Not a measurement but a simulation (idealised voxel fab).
process module | voxel wiring stack
cross-section cut | 225 nm wide | cells 5 nm
A cross-section is a grid of square cells, given in bands from the top down. A band is one or more rows of cells.
Each band's line starts with the height of the band's top and of its bottom, in nm. Then come its materials from left to right, each with its width in nm. One material with "throughout" fills the band from edge to edge. "air" is empty space.
Height 0 is the level under which the wafer as received is all one material. The lowest band goes on downwards, as in "0 down".
A width such as "30 to 40" changes by the same amount from each row of cells to the next, from the band's top row to its bottom row.
"no change" after a step means that no cell of the cross-section changed.
closed voids: empty space of 8 cells or more with no open way to the top, each as width x height at its distance from the left edge, in nm
after a step's settings: what the simulator itself notes on the step
overlay nm, on a step with a mask: how far to the right of its planned place the mask lay; to the left if negative
plan
1 op RECEIVE | material Si
2 op CONFORMAL_DEP | material SiO2 | thk nm 15
3 op CONFORMAL_DEP | material SiCN | thk nm 5
4 op DIRECTIONAL_DEP | material SiO2 | thk nm 25
5 op PATTERN | tone open | mask id METAL_1 | material resist | width nm 25 | pitch nm 45 | thk nm 15 | overlay nm 0
6 op DIRECTIONAL_ETCH | etch materials SiO2 | depth nm 25
7 op DIRECTIONAL_ETCH | etch materials SiCN | depth nm 5
8 op STRIP | etch materials resist
9 op CONFORMAL_DEP | material TiN | thk nm 5
10 op FILL_DEP | material W | thk nm 5
11 op CMP | height nm 45
12 op CONFORMAL_DEP | material SiCN | thk nm 5
13 op DIRECTIONAL_DEP | material lowk | thk nm 25
14 op PATTERN | tone open | mask id METAL_2 | material resist | width nm 25 | pitch nm 45 | thk nm 15 | overlay nm 0
15 op DIRECTIONAL_ETCH | etch materials lowk | depth nm 15
16 op STRIP | etch materials resist
17 op PATTERN | tone open | mask id METAL_2_HOLES | material resist | width nm 15 | pitch nm 45 | thk nm 15 | overlay nm 0
18 op DIRECTIONAL_ETCH | etch materials lowk | depth nm 10
19 op DIRECTIONAL_ETCH | etch materials SiCN | depth nm 5
20 op STRIP | etch materials resist
21 op CONFORMAL_DEP | material TiN | thk nm 5
22 op FILL_DEP | material Cu | thk nm 5
23 op CMP | height nm 75
24 op CONFORMAL_DEP | material SiCN | thk nm 5
25 op DIRECTIONAL_DEP | material SiO2 | thk nm 15
26 op PATTERN | tone open | mask id PLUG_2 | material resist | width nm 15 | pitch nm 90 | thk nm 15 | overlay nm 0
27 op DIRECTIONAL_ETCH | etch materials SiO2 | depth nm 15
28 op DIRECTIONAL_ETCH | etch materials SiCN | depth nm 5
29 op STRIP | etch materials resist
30 op CONFORMAL_DEP | material TiN | thk nm 5
31 op FILL_DEP | material Cu | thk nm 5
32 op CMP | height nm 95
33 op DIRECTIONAL_DEP | material TiN | thk nm 5
34 op DIRECTIONAL_DEP | material W | thk nm 20
35 op DIRECTIONAL_DEP | material aC | thk nm 10
36 op PATTERN | tone cover | mask id METAL_3 | material resist | width nm 25 | pitch nm 45 | thk nm 25 | overlay nm 0
37 op DIRECTIONAL_ETCH | etch materials aC | depth nm 10
38 op STRIP | etch materials resist
39 op DIRECTIONAL_ETCH | etch materials W | depth nm 20
40 op DIRECTIONAL_ETCH | etch materials TiN | depth nm 5
41 op STRIP | etch materials aC
42 op CONFORMAL_DEP | material SiCN | thk nm 5
43 op FILL_DEP | material SiO2 | thk nm 10
44 op CMP | height nm 120
45 op CONFORMAL_DEP | material SiCN | thk nm 5
46 op DIRECTIONAL_DEP | material lowk | thk nm 25
47 op PATTERN | tone open | mask id METAL_4 | material resist | width nm 25 | pitch nm 45 | thk nm 15 | overlay nm 0
48 op DIRECTIONAL_ETCH | etch materials lowk | depth nm 15
49 op STRIP | etch materials resist
50 op DIRECTIONAL_DEP | material aC | thk nm 10
51 op PATTERN | tone open | mask id METAL_4_HOLES | material resist | width nm 15 | pitch nm 45 | thk nm 30 | overlay nm 0
52 op DIRECTIONAL_ETCH | etch materials aC | depth nm 10
53 op STRIP | etch materials resist
54 op DIRECTIONAL_ETCH | etch materials lowk | depth nm 10
55 op DIRECTIONAL_ETCH | etch materials SiCN | depth nm 5
56 op STRIP | etch materials aC
57 op CONFORMAL_DEP | material TiN | thk nm 5
58 op FILL_DEP | material Ru | thk nm 10
59 op CMP | height nm 150
60 op CONFORMAL_DEP | material SiCN | thk nm 5
first wafer, as planned
as received, after step 1
  0 down: Si throughout
  closed voids: none
after step 2
  15 to 0: SiO2 throughout
  below 0: unchanged
after step 3
  20 to 15: SiCN throughout
  below 15: unchanged
after step 4
  45 to 20: SiO2 throughout
  below 20: unchanged
after step 5
  60 to 45: resist 30 | air 25 | resist 20 | air 25 | resist 20 | air 25 | resist 20 | air 25 | resist 35
  below 45: unchanged
after step 6
  60 to 45: resist 30 | air 25 | resist 20 | air 25 | resist 20 | air 25 | resist 20 | air 25 | resist 35
  45 to 20: SiO2 30 | air 25 | SiO2 20 | air 25 | SiO2 20 | air 25 | SiO2 20 | air 25 | SiO2 35
  below 20: unchanged
after step 7
  60 to 45: resist 30 | air 25 | resist 20 | air 25 | resist 20 | air 25 | resist 20 | air 25 | resist 35
  45 to 20: SiO2 30 | air 25 | SiO2 20 | air 25 | SiO2 20 | air 25 | SiO2 20 | air 25 | SiO2 35
  20 to 15: SiCN 30 | air 25 | SiCN 20 | air 25 | SiCN 20 | air 25 | SiCN 20 | air 25 | SiCN 35
  below 15: unchanged
after step 8
  45 to 20: SiO2 30 | air 25 | SiO2 20 | air 25 | SiO2 20 | air 25 | SiO2 20 | air 25 | SiO2 35
  below 20: unchanged
after step 9
  50 to 45: TiN 35 | air 15 | TiN 30 | air 15 | TiN 30 | air 15 | TiN 30 | air 15 | TiN 40
  45 to 20: SiO2 30 | TiN 5 | air 15 | TiN 5 | SiO2 20 | TiN 5 | air 15 | TiN 5 | SiO2 20 | TiN 5 | air 15 | TiN 5 | SiO2 20 | TiN 5 | air 15 | TiN 5 | SiO2 35
  20 to 15: SiCN 30 | TiN 25 | SiCN 20 | TiN 25 | SiCN 20 | TiN 25 | SiCN 20 | TiN 25 | SiCN 35
  below 15: unchanged
after step 10
  55 to 50: W throughout
  50 to 45: TiN 35 | W 15 | TiN 30 | W 15 | TiN 30 | W 15 | TiN 30 | W 15 | TiN 40
  45 to 20: SiO2 30 | TiN 5 | W 15 | TiN 5 | SiO2 20 | TiN 5 | W 15 | TiN 5 | SiO2 20 | TiN 5 | W 15 | TiN 5 | SiO2 20 | TiN 5 | W 15 | TiN 5 | SiO2 35
  below 20: unchanged
after step 11
  45 to 20: SiO2 30 | TiN 5 | W 15 | TiN 5 | SiO2 20 | TiN 5 | W 15 | TiN 5 | SiO2 20 | TiN 5 | W 15 | TiN 5 | SiO2 20 | TiN 5 | W 15 | TiN 5 | SiO2 35
  below 20: unchanged
after step 12
  50 to 45: SiCN throughout
  below 45: unchanged
after step 13
  75 to 50: lowk throughout
  below 50: unchanged
after step 14
  90 to 75: resist 30 | air 25 | resist 20 | air 25 | resist 20 | air 25 | resist 20 | air 25 | resist 35
  below 75: unchanged
after step 15
  90 to 75: resist 30 | air 25 | resist 20 | air 25 | resist 20 | air 25 | resist 20 | air 25 | resist 35
  75 to 60: lowk 30 | air 25 | lowk 20 | air 25 | lowk 20 | air 25 | lowk 20 | air 25 | lowk 35
  below 60: unchanged
after step 16
  75 to 60: lowk 30 | air 25 | lowk 20 | air 25 | lowk 20 | air 25 | lowk 20 | air 25 | lowk 35
  below 60: unchanged
after step 17
  90 to 75: resist 30 | air 15 | resist 30 | air 15 | resist 30 | air 15 | resist 30 | air 15 | resist 45
  75 to 60: lowk 30 | air 15 | resist 10 | lowk 20 | air 15 | resist 10 | lowk 20 | air 15 | resist 10 | lowk 20 | air 15 | resist 10 | lowk 35
  below 60: unchanged
after step 18
  90 to 75: resist 30 | air 15 | resist 30 | air 15 | resist 30 | air 15 | resist 30 | air 15 | resist 45
  75 to 60: lowk 30 | air 15 | resist 10 | lowk 20 | air 15 | resist 10 | lowk 20 | air 15 | resist 10 | lowk 20 | air 15 | resist 10 | lowk 35
  60 to 50: lowk 30 | air 15 | lowk 30 | air 15 | lowk 30 | air 15 | lowk 30 | air 15 | lowk 45
  below 50: unchanged
after step 19
  90 to 75: resist 30 | air 15 | resist 30 | air 15 | resist 30 | air 15 | resist 30 | air 15 | resist 45
  75 to 60: lowk 30 | air 15 | resist 10 | lowk 20 | air 15 | resist 10 | lowk 20 | air 15 | resist 10 | lowk 20 | air 15 | resist 10 | lowk 35
  60 to 50: lowk 30 | air 15 | lowk 30 | air 15 | lowk 30 | air 15 | lowk 30 | air 15 | lowk 45
  50 to 45: SiCN 30 | air 15 | SiCN 30 | air 15 | SiCN 30 | air 15 | SiCN 30 | air 15 | SiCN 45
  below 45: unchanged
after step 20
  75 to 60: lowk 30 | air 25 | lowk 20 | air 25 | lowk 20 | air 25 | lowk 20 | air 25 | lowk 35
  below 60: unchanged
after step 21
  80 to 75: TiN 35 | air 15 | TiN 30 | air 15 | TiN 30 | air 15 | TiN 30 | air 15 | TiN 40
  75 to 65: lowk 30 | TiN 5 | air 15 | TiN 5 | lowk 20 | TiN 5 | air 15 | TiN 5 | lowk 20 | TiN 5 | air 15 | TiN 5 | lowk 20 | TiN 5 | air 15 | TiN 5 | lowk 35
  65 to 60: lowk 30 | TiN 5 | air 5 | TiN 15 | lowk 20 | TiN 5 | air 5 | TiN 15 | lowk 20 | TiN 5 | air 5 | TiN 15 | lowk 20 | TiN 5 | air 5 | TiN 15 | lowk 35
  60 to 50: lowk 30 | TiN 5 | air 5 | TiN 5 | lowk 30 | TiN 5 | air 5 | TiN 5 | lowk 30 | TiN 5 | air 5 | TiN 5 | lowk 30 | TiN 5 | air 5 | TiN 5 | lowk 45
  50 to 45: SiCN 30 | TiN 15 | SiCN 30 | TiN 15 | SiCN 30 | TiN 15 | SiCN 30 | TiN 15 | SiCN 45
  below 45: unchanged
after step 22
  85 to 80: Cu throughout
  80 to 75: TiN 35 | Cu 15 | TiN 30 | Cu 15 | TiN 30 | Cu 15 | TiN 30 | Cu 15 | TiN 40
  75 to 65: lowk 30 | TiN 5 | Cu 15 | TiN 5 | lowk 20 | TiN 5 | Cu 15 | TiN 5 | lowk 20 | TiN 5 | Cu 15 | TiN 5 | lowk 20 | TiN 5 | Cu 15 | TiN 5 | lowk 35
  65 to 60: lowk 30 | TiN 5 | Cu 5 | TiN 15 | lowk 20 | TiN 5 | Cu 5 | TiN 15 | lowk 20 | TiN 5 | Cu 5 | TiN 15 | lowk 20 | TiN 5 | Cu 5 | TiN 15 | lowk 35
  60 to 50: lowk 30 | TiN 5 | Cu 5 | TiN 5 | lowk 30 | TiN 5 | Cu 5 | TiN 5 | lowk 30 | TiN 5 | Cu 5 | TiN 5 | lowk 30 | TiN 5 | Cu 5 | TiN 5 | lowk 45
  below 50: unchanged
after step 23
  75 to 65: lowk 30 | TiN 5 | Cu 15 | TiN 5 | lowk 20 | TiN 5 | Cu 15 | TiN 5 | lowk 20 | TiN 5 | Cu 15 | TiN 5 | lowk 20 | TiN 5 | Cu 15 | TiN 5 | lowk 35
  below 65: unchanged
after step 24
  80 to 75: SiCN throughout
  below 75: unchanged
after step 25
  95 to 80: SiO2 throughout
  below 80: unchanged
after step 26
  110 to 95: resist 30 | air 15 | resist 75 | air 15 | resist 90
  below 95: unchanged
after step 27
  110 to 95: resist 30 | air 15 | resist 75 | air 15 | resist 90
  95 to 80: SiO2 30 | air 15 | SiO2 75 | air 15 | SiO2 90
  below 80: unchanged
after step 28
  110 to 95: resist 30 | air 15 | resist 75 | air 15 | resist 90
  95 to 80: SiO2 30 | air 15 | SiO2 75 | air 15 | SiO2 90
  80 to 75: SiCN 30 | air 15 | SiCN 75 | air 15 | SiCN 90
  below 75: unchanged
after step 29
  95 to 80: SiO2 30 | air 15 | SiO2 75 | air 15 | SiO2 90
  below 80: unchanged
after step 30
  100 to 95: TiN 35 | air 5 | TiN 85 | air 5 | TiN 95
  95 to 80: SiO2 30 | TiN 5 | air 5 | TiN 5 | SiO2 75 | TiN 5 | air 5 | TiN 5 | SiO2 90
  80 to 75: SiCN 30 | TiN 15 | SiCN 75 | TiN 15 | SiCN 90
  below 75: unchanged
after step 31
  105 to 100: Cu throughout
  100 to 95: TiN 35 | Cu 5 | TiN 85 | Cu 5 | TiN 95
  95 to 80: SiO2 30 | TiN 5 | Cu 5 | TiN 5 | SiO2 75 | TiN 5 | Cu 5 | TiN 5 | SiO2 90
  below 80: unchanged
after step 32
  95 to 80: SiO2 30 | TiN 5 | Cu 5 | TiN 5 | SiO2 75 | TiN 5 | Cu 5 | TiN 5 | SiO2 90
  below 80: unchanged
after step 33
  100 to 95: TiN throughout
  below 95: unchanged
after step 34
  120 to 100: W throughout
  below 100: unchanged
after step 35
  130 to 120: aC throughout
  below 120: unchanged
after step 36
  155 to 130: air 30 | resist 25 | air 20 | resist 25 | air 20 | resist 25 | air 20 | resist 25 | air 35
  below 130: unchanged
after step 37
  145 to 130: air 30 | resist 25 | air 20 | resist 25 | air 20 | resist 25 | air 20 | resist 25 | air 35
  130 to 120: air 30 | aC 25 | air 20 | aC 25 | air 20 | aC 25 | air 20 | aC 25 | air 35
  below 120: unchanged
after step 38
  130 to 120: air 30 | aC 25 | air 20 | aC 25 | air 20 | aC 25 | air 20 | aC 25 | air 35
  below 120: unchanged
after step 39
  130 to 120: air 30 | aC 25 | air 20 | aC 25 | air 20 | aC 25 | air 20 | aC 25 | air 35
  120 to 100: air 30 | W 25 | air 20 | W 25 | air 20 | W 25 | air 20 | W 25 | air 35
  below 100: unchanged
after step 40
  130 to 120: air 30 | aC 25 | air 20 | aC 25 | air 20 | aC 25 | air 20 | aC 25 | air 35
  120 to 100: air 30 | W 25 | air 20 | W 25 | air 20 | W 25 | air 20 | W 25 | air 35
  100 to 95: air 30 | TiN 25 | air 20 | TiN 25 | air 20 | TiN 25 | air 20 | TiN 25 | air 35
  below 95: unchanged
after step 41
  120 to 100: air 30 | W 25 | air 20 | W 25 | air 20 | W 25 | air 20 | W 25 | air 35
  below 100: unchanged
after step 42
  125 to 120: air 25 | SiCN 35 | air 10 | SiCN 35 | air 10 | SiCN 35 | air 10 | SiCN 35 | air 30
  120 to 100: air 25 | SiCN 5 | W 25 | SiCN 5 | air 10 | SiCN 5 | W 25 | SiCN 5 | air 10 | SiCN 5 | W 25 | SiCN 5 | air 10 | SiCN 5 | W 25 | SiCN 5 | air 30
  100 to 95: SiCN 30 | TiN 25 | SiCN 20 | TiN 25 | SiCN 20 | TiN 25 | SiCN 20 | TiN 25 | SiCN 35
  below 95: unchanged
after step 43
  135 to 125: SiO2 throughout
  125 to 120: SiO2 25 | SiCN 35 | SiO2 10 | SiCN 35 | SiO2 10 | SiCN 35 | SiO2 10 | SiCN 35 | SiO2 30
  120 to 100: SiO2 25 | SiCN 5 | W 25 | SiCN 5 | SiO2 10 | SiCN 5 | W 25 | SiCN 5 | SiO2 10 | SiCN 5 | W 25 | SiCN 5 | SiO2 10 | SiCN 5 | W 25 | SiCN 5 | SiO2 30
  below 100: unchanged
after step 44
  120 to 100: SiO2 25 | SiCN 5 | W 25 | SiCN 5 | SiO2 10 | SiCN 5 | W 25 | SiCN 5 | SiO2 10 | SiCN 5 | W 25 | SiCN 5 | SiO2 10 | SiCN 5 | W 25 | SiCN 5 | SiO2 30
  below 100: unchanged
after step 45
  125 to 120: SiCN throughout
  below 120: unchanged
after step 46
  150 to 125: lowk throughout
  below 125: unchanged
after step 47
  165 to 150: resist 30 | air 25 | resist 20 | air 25 | resist 20 | air 25 | resist 20 | air 25 | resist 35
  below 150: unchanged
after step 48
  165 to 150: resist 30 | air 25 | resist 20 | air 25 | resist 20 | air 25 | resist 20 | air 25 | resist 35
  150 to 135: lowk 30 | air 25 | lowk 20 | air 25 | lowk 20 | air 25 | lowk 20 | air 25 | lowk 35
  below 135: unchanged
after step 49
  150 to 135: lowk 30 | air 25 | lowk 20 | air 25 | lowk 20 | air 25 | lowk 20 | air 25 | lowk 35
  below 135: unchanged
after step 50
  160 to 150: aC 30 | air 25 | aC 20 | air 25 | aC 20 | air 25 | aC 20 | air 25 | aC 35
  150 to 145: lowk 30 | air 25 | lowk 20 | air 25 | lowk 20 | air 25 | lowk 20 | air 25 | lowk 35
  145 to 135: lowk 30 | aC 25 | lowk 20 | aC 25 | lowk 20 | aC 25 | lowk 20 | aC 25 | lowk 35
  below 135: unchanged
after step 51
  190 to 160: resist 30 | air 15 | resist 30 | air 15 | resist 30 | air 15 | resist 30 | air 15 | resist 45
  160 to 150: aC 30 | air 15 | resist 10 | aC 20 | air 15 | resist 10 | aC 20 | air 15 | resist 10 | aC 20 | air 15 | resist 10 | aC 35
  150 to 145: lowk 30 | air 15 | resist 10 | lowk 20 | air 15 | resist 10 | lowk 20 | air 15 | resist 10 | lowk 20 | air 15 | resist 10 | lowk 35
  below 145: unchanged
after step 52
  180 to 160: resist 30 | air 15 | resist 30 | air 15 | resist 30 | air 15 | resist 30 | air 15 | resist 45
  160 to 150: aC 30 | air 15 | resist 10 | aC 20 | air 15 | resist 10 | aC 20 | air 15 | resist 10 | aC 20 | air 15 | resist 10 | aC 35
  150 to 145: lowk 30 | air 15 | resist 10 | lowk 20 | air 15 | resist 10 | lowk 20 | air 15 | resist 10 | lowk 20 | air 15 | resist 10 | lowk 35
  145 to 135: lowk 30 | air 15 | aC 10 | lowk 20 | air 15 | aC 10 | lowk 20 | air 15 | aC 10 | lowk 20 | air 15 | aC 10 | lowk 35
  below 135: unchanged
after step 53
  160 to 150: aC 30 | air 25 | aC 20 | air 25 | aC 20 | air 25 | aC 20 | air 25 | aC 35
  150 to 145: lowk 30 | air 25 | lowk 20 | air 25 | lowk 20 | air 25 | lowk 20 | air 25 | lowk 35
  below 145: unchanged
after step 54
  160 to 150: aC 30 | air 25 | aC 20 | air 25 | aC 20 | air 25 | aC 20 | air 25 | aC 35
  150 to 145: lowk 30 | air 25 | lowk 20 | air 25 | lowk 20 | air 25 | lowk 20 | air 25 | lowk 35
  145 to 135: lowk 30 | air 15 | aC 10 | lowk 20 | air 15 | aC 10 | lowk 20 | air 15 | aC 10 | lowk 20 | air 15 | aC 10 | lowk 35
  135 to 125: lowk 30 | air 15 | lowk 30 | air 15 | lowk 30 | air 15 | lowk 30 | air 15 | lowk 45
  below 125: unchanged
after step 55
  160 to 150: aC 30 | air 25 | aC 20 | air 25 | aC 20 | air 25 | aC 20 | air 25 | aC 35
  150 to 145: lowk 30 | air 25 | lowk 20 | air 25 | lowk 20 | air 25 | lowk 20 | air 25 | lowk 35
  145 to 135: lowk 30 | air 15 | aC 10 | lowk 20 | air 15 | aC 10 | lowk 20 | air 15 | aC 10 | lowk 20 | air 15 | aC 10 | lowk 35
  135 to 125: lowk 30 | air 15 | lowk 30 | air 15 | lowk 30 | air 15 | lowk 30 | air 15 | lowk 45
  125 to 120: SiCN 30 | air 15 | SiCN 30 | air 15 | SiCN 30 | air 15 | SiCN 30 | air 15 | SiCN 45
  below 120: unchanged
after step 56
  150 to 135: lowk 30 | air 25 | lowk 20 | air 25 | lowk 20 | air 25 | lowk 20 | air 25 | lowk 35
  below 135: unchanged
after step 57
  155 to 150: TiN 35 | air 15 | TiN 30 | air 15 | TiN 30 | air 15 | TiN 30 | air 15 | TiN 40
  150 to 140: lowk 30 | TiN 5 | air 15 | TiN 5 | lowk 20 | TiN 5 | air 15 | TiN 5 | lowk 20 | TiN 5 | air 15 | TiN 5 | lowk 20 | TiN 5 | air 15 | TiN 5 | lowk 35
  140 to 135: lowk 30 | TiN 5 | air 5 | TiN 15 | lowk 20 | TiN 5 | air 5 | TiN 15 | lowk 20 | TiN 5 | air 5 | TiN 15 | lowk 20 | TiN 5 | air 5 | TiN 15 | lowk 35
  135 to 125: lowk 30 | TiN 5 | air 5 | TiN 5 | lowk 30 | TiN 5 | air 5 | TiN 5 | lowk 30 | TiN 5 | air 5 | TiN 5 | lowk 30 | TiN 5 | air 5 | TiN 5 | lowk 45
  125 to 120: SiCN 30 | TiN 15 | SiCN 30 | TiN 15 | SiCN 30 | TiN 15 | SiCN 30 | TiN 15 | SiCN 45
  below 120: unchanged
after step 58
  165 to 155: Ru throughout
  155 to 150: TiN 35 | Ru 15 | TiN 30 | Ru 15 | TiN 30 | Ru 15 | TiN 30 | Ru 15 | TiN 40
  150 to 140: lowk 30 | TiN 5 | Ru 15 | TiN 5 | lowk 20 | TiN 5 | Ru 15 | TiN 5 | lowk 20 | TiN 5 | Ru 15 | TiN 5 | lowk 20 | TiN 5 | Ru 15 | TiN 5 | lowk 35
  140 to 135: lowk 30 | TiN 5 | Ru 5 | TiN 15 | lowk 20 | TiN 5 | Ru 5 | TiN 15 | lowk 20 | TiN 5 | Ru 5 | TiN 15 | lowk 20 | TiN 5 | Ru 5 | TiN 15 | lowk 35
  135 to 125: lowk 30 | TiN 5 | Ru 5 | TiN 5 | lowk 30 | TiN 5 | Ru 5 | TiN 5 | lowk 30 | TiN 5 | Ru 5 | TiN 5 | lowk 30 | TiN 5 | Ru 5 | TiN 5 | lowk 45
  below 125: unchanged
after step 59
  150 to 140: lowk 30 | TiN 5 | Ru 15 | TiN 5 | lowk 20 | TiN 5 | Ru 15 | TiN 5 | lowk 20 | TiN 5 | Ru 15 | TiN 5 | lowk 20 | TiN 5 | Ru 15 | TiN 5 | lowk 35
  below 140: unchanged
after step 60
  155 to 150: SiCN throughout
  below 150: unchanged
second wafer: like start, like plan, one mistake. Through step 45 it matches the first wafer
when step 46 should have ended
  140 to 125: resist 30 | air 25 | resist 20 | air 25 | resist 20 | air 25 | resist 20 | air 25 | resist 35
  below 125: unchanged
when step 47 should have ended
  165 to 150: lowk 30 | air 25 | lowk 20 | air 25 | lowk 20 | air 25 | lowk 20 | air 25 | lowk 35
  150 to 140: lowk throughout
  140 to 125: resist 30 | lowk 25 | resist 20 | lowk 25 | resist 20 | lowk 25 | resist 20 | lowk 25 | resist 35
  below 125: unchanged
when step 48 should have ended
  150 to 140: lowk 30 | air 25 | lowk 20 | air 25 | lowk 20 | air 25 | lowk 20 | air 25 | lowk 35
  140 to 135: resist 30 | air 25 | resist 20 | air 25 | resist 20 | air 25 | resist 20 | air 25 | resist 35
  below 135: unchanged
when step 49 should have ended
  135 to 125: air 30 | lowk 25 | air 20 | lowk 25 | air 20 | lowk 25 | air 20 | lowk 25 | air 35
  below 125: unchanged
when step 50 should have ended
  145 to 135: air 30 | aC 25 | air 20 | aC 25 | air 20 | aC 25 | air 20 | aC 25 | air 35
  135 to 125: aC 30 | lowk 25 | aC 20 | lowk 25 | aC 20 | lowk 25 | aC 20 | lowk 25 | aC 35
  below 125: unchanged
when step 51 should have ended
  175 to 145: resist 30 | air 15 | resist 30 | air 15 | resist 30 | air 15 | resist 30 | air 15 | resist 45
  145 to 135: resist 30 | aC 25 | resist 20 | aC 25 | resist 20 | aC 25 | resist 20 | aC 25 | resist 35
  below 135: unchanged
when step 52 should have ended
  165 to 145: resist 30 | air 15 | resist 30 | air 15 | resist 30 | air 15 | resist 30 | air 15 | resist 45
  145 to 135: resist 30 | air 15 | aC 10 | resist 20 | air 15 | aC 10 | resist 20 | air 15 | aC 10 | resist 20 | air 15 | aC 10 | resist 35
  below 135: unchanged
when step 53 should have ended
  145 to 135: air 45 | aC 10 | air 35 | aC 10 | air 35 | aC 10 | air 35 | aC 10 | air 35
  below 135: unchanged
when step 54 should have ended
  145 to 135: air 45 | aC 10 | air 35 | aC 10 | air 35 | aC 10 | air 35 | aC 10 | air 35
  135 to 125: aC 30 | air 15 | lowk 10 | aC 20 | air 15 | lowk 10 | aC 20 | air 15 | lowk 10 | aC 20 | air 15 | lowk 10 | aC 35
  below 125: unchanged
when step 55 should have ended
  145 to 135: air 45 | aC 10 | air 35 | aC 10 | air 35 | aC 10 | air 35 | aC 10 | air 35
  135 to 125: aC 30 | air 15 | lowk 10 | aC 20 | air 15 | lowk 10 | aC 20 | air 15 | lowk 10 | aC 20 | air 15 | lowk 10 | aC 35
  125 to 120: SiCN 30 | air 15 | SiCN 30 | air 15 | SiCN 30 | air 15 | SiCN 30 | air 15 | SiCN 45
  below 120: unchanged
when step 56 should have ended
  135 to 125: air 45 | lowk 10 | air 35 | lowk 10 | air 35 | lowk 10 | air 35 | lowk 10 | air 35
  below 125: unchanged
when step 57 should have ended
  140 to 135: air 40 | TiN 20 | air 25 | TiN 20 | air 25 | TiN 20 | air 25 | TiN 20 | air 30
  135 to 130: air 40 | TiN 5 | lowk 10 | TiN 5 | air 25 | TiN 5 | lowk 10 | TiN 5 | air 25 | TiN 5 | lowk 10 | TiN 5 | air 25 | TiN 5 | lowk 10 | TiN 5 | air 30
  130 to 125: TiN 35 | air 5 | TiN 5 | lowk 10 | TiN 25 | air 5 | TiN 5 | lowk 10 | TiN 25 | air 5 | TiN 5 | lowk 10 | TiN 25 | air 5 | TiN 5 | lowk 10 | TiN 35
  125 to 120: SiCN 30 | TiN 15 | SiCN 30 | TiN 15 | SiCN 30 | TiN 15 | SiCN 30 | TiN 15 | SiCN 45
  below 120: unchanged
when step 58 should have ended
  150 to 140: Ru throughout
  140 to 135: Ru 40 | TiN 20 | Ru 25 | TiN 20 | Ru 25 | TiN 20 | Ru 25 | TiN 20 | Ru 30
  135 to 130: Ru 40 | TiN 5 | lowk 10 | TiN 5 | Ru 25 | TiN 5 | lowk 10 | TiN 5 | Ru 25 | TiN 5 | lowk 10 | TiN 5 | Ru 25 | TiN 5 | lowk 10 | TiN 5 | Ru 30
  130 to 125: TiN 35 | Ru 5 | TiN 5 | lowk 10 | TiN 25 | Ru 5 | TiN 5 | lowk 10 | TiN 25 | Ru 5 | TiN 5 | lowk 10 | TiN 25 | Ru 5 | TiN 5 | lowk 10 | TiN 35
  below 125: unchanged
when step 59 should have ended: no change
when step 60 should have ended
  155 to 150: SiCN throughout
  below 150: unchanged
what went wrong: steps 46 and 47 were swapped
at the end the second wafer has, in cells: 116 more of Ru | 9 more of TiN | 125 fewer of lowk
